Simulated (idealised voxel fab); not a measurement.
process module | voxel trench capacitor
cross-section cut | 225 nm wide | cells 5 nm
A cross-section is a grid of square cells, given in bands from the top down. A band is one or more rows of cells.
Each band's line starts with the height of the band's top and of its bottom, in nm. Then come its materials from left to right, each with its width in nm. One material with "throughout" fills the band from edge to edge. "air" is empty space.
Height 0 is the level under which the wafer as received is all one material. The lowest band goes on downwards, as in "0 down".
A width such as "30 to 40" changes by the same amount from each row of cells to the next, from the band's top row to its bottom row.
"no change" after a step means that no cell of the cross-section changed.
closed voids: empty space of 8 cells or more with no open way to the top, each as width x height at its distance from the left edge, in nm
after a step's settings: what the simulator itself notes on the step
overlay nm, on a step with a mask: how far to the right of its planned place the mask lay; to the left if negative
Each pair below shows a cross-section before one step and the cross-section after it, down to the lowest band that changed. The line under each pair gives the step between them, with its settings. The pairs can come from different runs of this module on the same starting wafer, so a pair continues from the pair above only where its "before" says so.
before
  0 down: Si throughout
  closed voids: none
after
  5 to 0: SiN throughout
  below 0: unchanged
  closed voids: none
the step between: op CONFORMAL_DEP | material SiN | thk nm 5
before: the cross-section after the pair above
after
  25 to 5: resist 50 | air 25 | resist 25 | air 25 | resist 25 | air 25 | resist 50
  below 5: unchanged
  closed voids: none
the step between: op PATTERN | tone open | mask id TRENCH | material resist | width nm 25 | pitch nm 50 | thk nm 20 | overlay nm 0
before: the cross-section after the pair above
after
  25 to 5: resist 50 | air 25 | resist 25 | air 25 | resist 25 | air 25 | resist 50
  5 to 0: SiN 50 | air 25 | SiN 25 | air 25 | SiN 25 | air 25 | SiN 50
  below 0: unchanged
  closed voids: none
the step between: op DIRECTIONAL_ETCH | etch materials SiN | depth nm 5
before: the cross-section after the pair above
after
  25 to 5: resist 50 | air 25 | resist 25 | air 25 | resist 25 | air 25 | resist 50
  5 to 0: SiN 50 | air 25 | SiN 25 | air 25 | SiN 25 | air 25 | SiN 50
  0 to -35: Si 50 | air 25 | Si 25 | air 25 | Si 25 | air 25 | Si 50
  below -35: unchanged
  closed voids: none
the step between: op DIRECTIONAL_ETCH | etch materials Si | depth nm 35
before: the cross-section after the pair above
after
  5 to 0: SiN 50 | air 25 | SiN 25 | air 25 | SiN 25 | air 25 | SiN 50
  below 0: unchanged
  closed voids: none
the step between: op STRIP | etch materials resist
before: the cross-section after the pair above
after
  10 to 5: Al2O3 55 | air 15 | Al2O3 35 | air 15 | Al2O3 35 | air 15 | Al2O3 55
  5 to 0: SiN 50 | Al2O3 5 | air 15 | Al2O3 5 | SiN 25 | Al2O3 5 | air 15 | Al2O3 5 | SiN 25 | Al2O3 5 | air 15 | Al2O3 5 | SiN 50
  0 to -30: Si 50 | Al2O3 5 | air 15 | Al2O3 5 | Si 25 | Al2O3 5 | air 15 | Al2O3 5 | Si 25 | Al2O3 5 | air 15 | Al2O3 5 | Si 50
  -30 to -35: Si 50 | Al2O3 25 | Si 25 | Al2O3 25 | Si 25 | Al2O3 25 | Si 50
  below -35: unchanged
  closed voids: none
the step between: op CONFORMAL_DEP | material Al2O3 | thk nm 5
before: the cross-section after the pair above
after
  15 to 10: polySi throughout
  10 to 5: Al2O3 55 | polySi 15 | Al2O3 35 | polySi 15 | Al2O3 35 | polySi 15 | Al2O3 55
  5 to 0: SiN 50 | Al2O3 5 | polySi 15 | Al2O3 5 | SiN 25 | Al2O3 5 | polySi 15 | Al2O3 5 | SiN 25 | Al2O3 5 | polySi 15 | Al2O3 5 | SiN 50
  0 to -30: Si 50 | Al2O3 5 | polySi 15 | Al2O3 5 | Si 25 | Al2O3 5 | polySi 15 | Al2O3 5 | Si 25 | Al2O3 5 | polySi 15 | Al2O3 5 | Si 50
  below -30: unchanged
  closed voids: none
the step between: op FILL_DEP | material polySi | thk nm 5
before: the cross-section after the pair above
after
  5 to 0: SiN 50 | Al2O3 5 | polySi 15 | Al2O3 5 | SiN 25 | Al2O3 5 | polySi 15 | Al2O3 5 | SiN 25 | Al2O3 5 | polySi 15 | Al2O3 5 | SiN 50
  below 0: unchanged
  closed voids: none
the step between: op CMP | height nm 5
before
  25 to 5: resist 50 | air 25 | resist 25 | air 25 | resist 25 | air 25 | resist 50
  5 to 0: SiN 50 | air 25 | SiN 25 | air 25 | SiN 25 | air 25 | SiN 50
  0 to -35: Si 50 | air 25 | Si 25 | air 25 | Si 25 | air 25 | Si 50
  -35 down: Si throughout
  closed voids: none
after
  25 to 5: resist 50 | air 25 | resist 25 | air 25 | resist 25 | air 25 | resist 50
  5 to 0: SiN 50 | air 25 | SiN 25 | air 25 | SiN 25 | air 25 | SiN 50
  0 to -70: Si 50 | air 25 | Si 25 | air 25 | Si 25 | air 25 | Si 50
  below -70: unchanged
  closed voids: none
the step between: op DIRECTIONAL_ETCH | etch materials Si | depth nm 35
before: the cross-section after the pair above
after
  5 to 0: SiN 50 | air 25 | SiN 25 | air 25 | SiN 25 | air 25 | SiN 50
  below 0: unchanged
  closed voids: none
the step between: op STRIP | etch materials resist
before: the cross-section after the pair above
after
  10 to 5: Al2O3 55 | air 15 | Al2O3 35 | air 15 | Al2O3 35 | air 15 | Al2O3 55
  5 to 0: SiN 50 | Al2O3 5 | air 15 | Al2O3 5 | SiN 25 | Al2O3 5 | air 15 | Al2O3 5 | SiN 25 | Al2O3 5 | air 15 | Al2O3 5 | SiN 50
  0 to -65: Si 50 | Al2O3 5 | air 15 | Al2O3 5 | Si 25 | Al2O3 5 | air 15 | Al2O3 5 | Si 25 | Al2O3 5 | air 15 | Al2O3 5 | Si 50
  -65 to -70: Si 50 | Al2O3 25 | Si 25 | Al2O3 25 | Si 25 | Al2O3 25 | Si 50
  below -70: unchanged
  closed voids: none
the step between: op CONFORMAL_DEP | material Al2O3 | thk nm 5
before: the cross-section after the pair above
after
  15 to 10: polySi throughout
  10 to 5: Al2O3 55 | polySi 15 | Al2O3 35 | polySi 15 | Al2O3 35 | polySi 15 | Al2O3 55
  5 to 0: SiN 50 | Al2O3 5 | polySi 15 | Al2O3 5 | SiN 25 | Al2O3 5 | polySi 15 | Al2O3 5 | SiN 25 | Al2O3 5 | polySi 15 | Al2O3 5 | SiN 50
  0 to -65: Si 50 | Al2O3 5 | polySi 15 | Al2O3 5 | Si 25 | Al2O3 5 | polySi 15 | Al2O3 5 | Si 25 | Al2O3 5 | polySi 15 | Al2O3 5 | Si 50
  below -65: unchanged
  closed voids: none
the step between: op FILL_DEP | material polySi | thk nm 5
before: the cross-section after the pair above
after
  5 to 0: SiN 50 | Al2O3 5 | polySi 15 | Al2O3 5 | SiN 25 | Al2O3 5 | polySi 15 | Al2O3 5 | SiN 25 | Al2O3 5 | polySi 15 | Al2O3 5 | SiN 50
  below 0: unchanged
  closed voids: none
the step between: op CMP | height nm 5
before
  25 to 5: resist 50 | air 25 | resist 25 | air 25 | resist 25 | air 25 | resist 50
  5 to 0: SiN 50 | air 25 | SiN 25 | air 25 | SiN 25 | air 25 | SiN 50
  0 down: Si throughout
  closed voids: none
after
  5 to 0: SiN 50 | air 25 | SiN 25 | air 25 | SiN 25 | air 25 | SiN 50
  below 0: unchanged
  closed voids: none
the step between: op STRIP | etch materials resist
before: the cross-section after the pair above
after
  5 to 0: SiN 50 | air 25 | SiN 25 | air 25 | SiN 25 | air 25 | SiN 50
  0 to -35: Si 50 | air 25 | Si 25 | air 25 | Si 25 | air 25 | Si 50
  below -35: unchanged
  closed voids: none
the step between: op DIRECTIONAL_ETCH | etch materials Si | depth nm 35
before
  25 to 5: resist 50 | air 25 | resist 25 | air 25 | resist 25 | air 25 | resist 50
  5 to 0: SiN 50 | air 25 | SiN 25 | air 25 | SiN 25 | air 25 | SiN 50
  0 down: Si throughout
  closed voids: none
after
  25 to 5: resist 50 | air 25 | resist 25 | air 25 | resist 25 | air 25 | resist 50
  5 to 0: SiN 50 | air 25 | SiN 25 | air 25 | SiN 25 | air 25 | SiN 50
  0 to -40: Si 50 | air 25 | Si 25 | air 25 | Si 25 | air 25 | Si 50
  below -40: unchanged
  closed voids: none
the step between: op DIRECTIONAL_ETCH | etch materials Si | depth nm 40
before: the cross-section after the pair above
after
  5 to 0: SiN 50 | air 25 | SiN 25 | air 25 | SiN 25 | air 25 | SiN 50
  below 0: unchanged
  closed voids: none
the step between: op STRIP | etch materials resist
before: the cross-section after the pair above
after
  10 to 5: Al2O3 55 | air 15 | Al2O3 35 | air 15 | Al2O3 35 | air 15 | Al2O3 55
  5 to 0: SiN 50 | Al2O3 5 | air 15 | Al2O3 5 | SiN 25 | Al2O3 5 | air 15 | Al2O3 5 | SiN 25 | Al2O3 5 | air 15 | Al2O3 5 | SiN 50
  0 to -35: Si 50 | Al2O3 5 | air 15 | Al2O3 5 | Si 25 | Al2O3 5 | air 15 | Al2O3 5 | Si 25 | Al2O3 5 | air 15 | Al2O3 5 | Si 50
  -35 to -40: Si 50 | Al2O3 25 | Si 25 | Al2O3 25 | Si 25 | Al2O3 25 | Si 50
  below -40: unchanged
  closed voids: none
the step between: op CONFORMAL_DEP | material Al2O3 | thk nm 5
before: the cross-section after the pair above
after
  15 to 10: polySi throughout
  10 to 5: Al2O3 55 | polySi 15 | Al2O3 35 | polySi 15 | Al2O3 35 | polySi 15 | Al2O3 55
  5 to 0: SiN 50 | Al2O3 5 | polySi 15 | Al2O3 5 | SiN 25 | Al2O3 5 | polySi 15 | Al2O3 5 | SiN 25 | Al2O3 5 | polySi 15 | Al2O3 5 | SiN 50
  0 to -35: Si 50 | Al2O3 5 | polySi 15 | Al2O3 5 | Si 25 | Al2O3 5 | polySi 15 | Al2O3 5 | Si 25 | Al2O3 5 | polySi 15 | Al2O3 5 | Si 50
  below -35: unchanged
  closed voids: none
the step between: op FILL_DEP | material polySi | thk nm 5
before: the cross-section after the pair above
after
  5 to 0: SiN 50 | Al2O3 5 | polySi 15 | Al2O3 5 | SiN 25 | Al2O3 5 | polySi 15 | Al2O3 5 | SiN 25 | Al2O3 5 | polySi 15 | Al2O3 5 | SiN 50
  below 0: unchanged
  closed voids: none
the step between: op CMP | height nm 5
before
  5 to 0: SiN throughout
  0 down: Si throughout
  closed voids: none
after
  25 to 5: resist 55 | air 20 | resist 30 | air 20 | resist 30 | air 20 | resist 50
  below 5: unchanged
  closed voids: none
the step between: op PATTERN | tone open | mask id TRENCH | material resist | width nm 20 | pitch nm 50 | thk nm 20 | overlay nm 0
before: the cross-section after the pair above
after
  25 to 5: resist 55 | air 20 | resist 30 | air 20 | resist 30 | air 20 | resist 50
  5 to 0: SiN 55 | air 20 | SiN 30 | air 20 | SiN 30 | air 20 | SiN 50
  below 0: unchanged
  closed voids: none
the step between: op DIRECTIONAL_ETCH | etch materials SiN | depth nm 5
before: the cross-section after the pair above
after
  25 to 5: resist 55 | air 20 | resist 30 | air 20 | resist 30 | air 20 | resist 50
  5 to 0: SiN 55 | air 20 | SiN 30 | air 20 | SiN 30 | air 20 | SiN 50
  0 to -35: Si 55 | air 20 | Si 30 | air 20 | Si 30 | air 20 | Si 50
  below -35: unchanged
  closed voids: none
the step between: op DIRECTIONAL_ETCH | etch materials Si | depth nm 35
before: the cross-section after the pair above
after
  5 to 0: SiN 55 | air 20 | SiN 30 | air 20 | SiN 30 | air 20 | SiN 50
  below 0: unchanged
  closed voids: none
the step between: op STRIP | etch materials resist
before: the cross-section after the pair above
after
  10 to 5: Al2O3 60 | air 10 | Al2O3 40 | air 10 | Al2O3 40 | air 10 | Al2O3 55
  5 to 0: SiN 55 | Al2O3 5 | air 10 | Al2O3 5 | SiN 30 | Al2O3 5 | air 10 | Al2O3 5 | SiN 30 | Al2O3 5 | air 10 | Al2O3 5 | SiN 50
  0 to -30: Si 55 | Al2O3 5 | air 10 | Al2O3 5 | Si 30 | Al2O3 5 | air 10 | Al2O3 5 | Si 30 | Al2O3 5 | air 10 | Al2O3 5 | Si 50
  -30 to -35: Si 55 | Al2O3 20 | Si 30 | Al2O3 20 | Si 30 | Al2O3 20 | Si 50
  below -35: unchanged
  closed voids: none
the step between: op CONFORMAL_DEP | material Al2O3 | thk nm 5
before: the cross-section after the pair above
after
  15 to 10: polySi throughout
  10 to 5: Al2O3 60 | polySi 10 | Al2O3 40 | polySi 10 | Al2O3 40 | polySi 10 | Al2O3 55
  5 to 0: SiN 55 | Al2O3 5 | polySi 10 | Al2O3 5 | SiN 30 | Al2O3 5 | polySi 10 | Al2O3 5 | SiN 30 | Al2O3 5 | polySi 10 | Al2O3 5 | SiN 50
  0 to -30: Si 55 | Al2O3 5 | polySi 10 | Al2O3 5 | Si 30 | Al2O3 5 | polySi 10 | Al2O3 5 | Si 30 | Al2O3 5 | polySi 10 | Al2O3 5 | Si 50
  below -30: unchanged
  closed voids: none
the step between: op FILL_DEP | material polySi | thk nm 5
before: the cross-section after the pair above
after
  5 to 0: SiN 55 | Al2O3 5 | polySi 10 | Al2O3 5 | SiN 30 | Al2O3 5 | polySi 10 | Al2O3 5 | SiN 30 | Al2O3 5 | polySi 10 | Al2O3 5 | SiN 50
  below 0: unchanged
  closed voids: none
the step between: op CMP | height nm 5
before
  5 to 0: SiN throughout
  0 down: Si throughout
  closed voids: none
after
  25 to 5: resist 55 | air 25 | resist 25 | air 25 | resist 25 | air 25 | resist 45
  below 5: unchanged
  closed voids: none
the step between: op PATTERN | tone open | mask id TRENCH | material resist | width nm 25 | pitch nm 50 | thk nm 20 | overlay nm 5
before: the cross-section after the pair above
after
  25 to 5: resist 55 | air 25 | resist 25 | air 25 | resist 25 | air 25 | resist 45
  5 to 0: SiN 55 | air 25 | SiN 25 | air 25 | SiN 25 | air 25 | SiN 45
  below 0: unchanged
  closed voids: none
the step between: op DIRECTIONAL_ETCH | etch materials SiN | depth nm 5
before: the cross-section after the pair above
after
  25 to 5: resist 55 | air 25 | resist 25 | air 25 | resist 25 | air 25 | resist 45
  5 to 0: SiN 55 | air 25 | SiN 25 | air 25 | SiN 25 | air 25 | SiN 45
  0 to -35: Si 55 | air 25 | Si 25 | air 25 | Si 25 | air 25 | Si 45
  below -35: unchanged
  closed voids: none
the step between: op DIRECTIONAL_ETCH | etch materials Si | depth nm 35
before: the cross-section after the pair above
after
  5 to 0: SiN 55 | air 25 | SiN 25 | air 25 | SiN 25 | air 25 | SiN 45
  below 0: unchanged
  closed voids: none
the step between: op STRIP | etch materials resist
before: the cross-section after the pair above
after
  10 to 5: Al2O3 60 | air 15 | Al2O3 35 | air 15 | Al2O3 35 | air 15 | Al2O3 50
  5 to 0: SiN 55 | Al2O3 5 | air 15 | Al2O3 5 | SiN 25 | Al2O3 5 | air 15 | Al2O3 5 | SiN 25 | Al2O3 5 | air 15 | Al2O3 5 | SiN 45
  0 to -30: Si 55 | Al2O3 5 | air 15 | Al2O3 5 | Si 25 | Al2O3 5 | air 15 | Al2O3 5 | Si 25 | Al2O3 5 | air 15 | Al2O3 5 | Si 45
  -30 to -35: Si 55 | Al2O3 25 | Si 25 | Al2O3 25 | Si 25 | Al2O3 25 | Si 45
  below -35: unchanged
  closed voids: none
the step between: op CONFORMAL_DEP | material Al2O3 | thk nm 5
before: the cross-section after the pair above
after
  15 to 10: polySi throughout
  10 to 5: Al2O3 60 | polySi 15 | Al2O3 35 | polySi 15 | Al2O3 35 | polySi 15 | Al2O3 50
  5 to 0: SiN 55 | Al2O3 5 | polySi 15 | Al2O3 5 | SiN 25 | Al2O3 5 | polySi 15 | Al2O3 5 | SiN 25 | Al2O3 5 | polySi 15 | Al2O3 5 | SiN 45
  0 to -30: Si 55 | Al2O3 5 | polySi 15 | Al2O3 5 | Si 25 | Al2O3 5 | polySi 15 | Al2O3 5 | Si 25 | Al2O3 5 | polySi 15 | Al2O3 5 | Si 45
  below -30: unchanged
  closed voids: none
the step between: op FILL_DEP | material polySi | thk nm 5
before: the cross-section after the pair above
after
  5 to 0: SiN 55 | Al2O3 5 | polySi 15 | Al2O3 5 | SiN 25 | Al2O3 5 | polySi 15 | Al2O3 5 | SiN 25 | Al2O3 5 | polySi 15 | Al2O3 5 | SiN 45
  below 0: unchanged
  closed voids: none
the step between: op CMP | height nm 5
before
  0 down: Si throughout
  closed voids: none
after
  5 to 0: Al2O3 throughout
  below 0: unchanged
  closed voids: none
the step between: op CONFORMAL_DEP | material Al2O3 | thk nm 5
before: the cross-section after the pair above
after
  25 to 5: resist 50 | air 25 | resist 25 | air 25 | resist 25 | air 25 | resist 50
  below 5: unchanged
  closed voids: none
the step between: op PATTERN | tone open | mask id TRENCH | material resist | width nm 25 | pitch nm 50 | thk nm 20 | overlay nm 0
before: the cross-section after the pair above
after
  5 to 0: Al2O3 throughout
  below 0: unchanged
  closed voids: none
the step between: op STRIP | etch materials resist
before: the cross-section after the pair above
after
  10 to 0: Al2O3 throughout
  below 0: unchanged
  closed voids: none
the step between: op CONFORMAL_DEP | material Al2O3 | thk nm 5
before: the cross-section after the pair above
after
  15 to 10: polySi throughout
  below 10: unchanged
  closed voids: none
the step between: op FILL_DEP | material polySi | thk nm 5
before: the cross-section after the pair above
after
  5 to 0: Al2O3 throughout
  below 0: unchanged
  closed voids: none
the step between: op CMP | height nm 5
before
  5 to 0: SiN throughout
  0 down: Si throughout
  closed voids: none
after
  25 to 5: air 50 | resist 25 | air 25 | resist 25 | air 25 | resist 25 | air 50
  below 5: unchanged
  closed voids: none
the step between: op PATTERN | tone cover | mask id TRENCH | material resist | width nm 25 | pitch nm 50 | thk nm 20 | overlay nm 0
before: the cross-section after the pair above
after
  25 to 5: air 50 | resist 25 | air 25 | resist 25 | air 25 | resist 25 | air 50
  5 to 0: air 50 | SiN 25 | air 25 | SiN 25 | air 25 | SiN 25 | air 50
  below 0: unchanged
  closed voids: none
the step between: op DIRECTIONAL_ETCH | etch materials SiN | depth nm 5
before: the cross-section after the pair above
after
  25 to 5: air 50 | resist 25 | air 25 | resist 25 | air 25 | resist 25 | air 50
  5 to 0: air 50 | SiN 25 | air 25 | SiN 25 | air 25 | SiN 25 | air 50
  0 to -35: air 50 | Si 25 | air 25 | Si 25 | air 25 | Si 25 | air 50
  below -35: unchanged
  closed voids: none
the step between: op DIRECTIONAL_ETCH | etch materials Si | depth nm 35
before: the cross-section after the pair above
after
  5 to 0: air 50 | SiN 25 | air 25 | SiN 25 | air 25 | SiN 25 | air 50
  below 0: unchanged
  closed voids: none
the step between: op STRIP | etch materials resist
before: the cross-section after the pair above
after
  10 to 5: air 45 | Al2O3 35 | air 15 | Al2O3 35 | air 15 | Al2O3 35 | air 45
  5 to 0: air 45 | Al2O3 5 | SiN 25 | Al2O3 5 | air 15 | Al2O3 5 | SiN 25 | Al2O3 5 | air 15 | Al2O3 5 | SiN 25 | Al2O3 5 | air 45
  0 to -30: air 45 | Al2O3 5 | Si 25 | Al2O3 5 | air 15 | Al2O3 5 | Si 25 | Al2O3 5 | air 15 | Al2O3 5 | Si 25 | Al2O3 5 | air 45
  -30 to -35: Al2O3 50 | Si 25 | Al2O3 25 | Si 25 | Al2O3 25 | Si 25 | Al2O3 50
  below -35: unchanged
  closed voids: none
the step between: op CONFORMAL_DEP | material Al2O3 | thk nm 5
before: the cross-section after the pair above
after
  15 to 10: polySi throughout
  10 to 5: polySi 45 | Al2O3 35 | polySi 15 | Al2O3 35 | polySi 15 | Al2O3 35 | polySi 45
  5 to 0: polySi 45 | Al2O3 5 | SiN 25 | Al2O3 5 | polySi 15 | Al2O3 5 | SiN 25 | Al2O3 5 | polySi 15 | Al2O3 5 | SiN 25 | Al2O3 5 | polySi 45
  0 to -30: polySi 45 | Al2O3 5 | Si 25 | Al2O3 5 | polySi 15 | Al2O3 5 | Si 25 | Al2O3 5 | polySi 15 | Al2O3 5 | Si 25 | Al2O3 5 | polySi 45
  below -30: unchanged
  closed voids: none
the step between: op FILL_DEP | material polySi | thk nm 5
before: the cross-section after the pair above
after
  5 to 0: polySi 45 | Al2O3 5 | SiN 25 | Al2O3 5 | polySi 15 | Al2O3 5 | SiN 25 | Al2O3 5 | polySi 15 | Al2O3 5 | SiN 25 | Al2O3 5 | polySi 45
  below 0: unchanged
  closed voids: none
the step between: op CMP | height nm 5
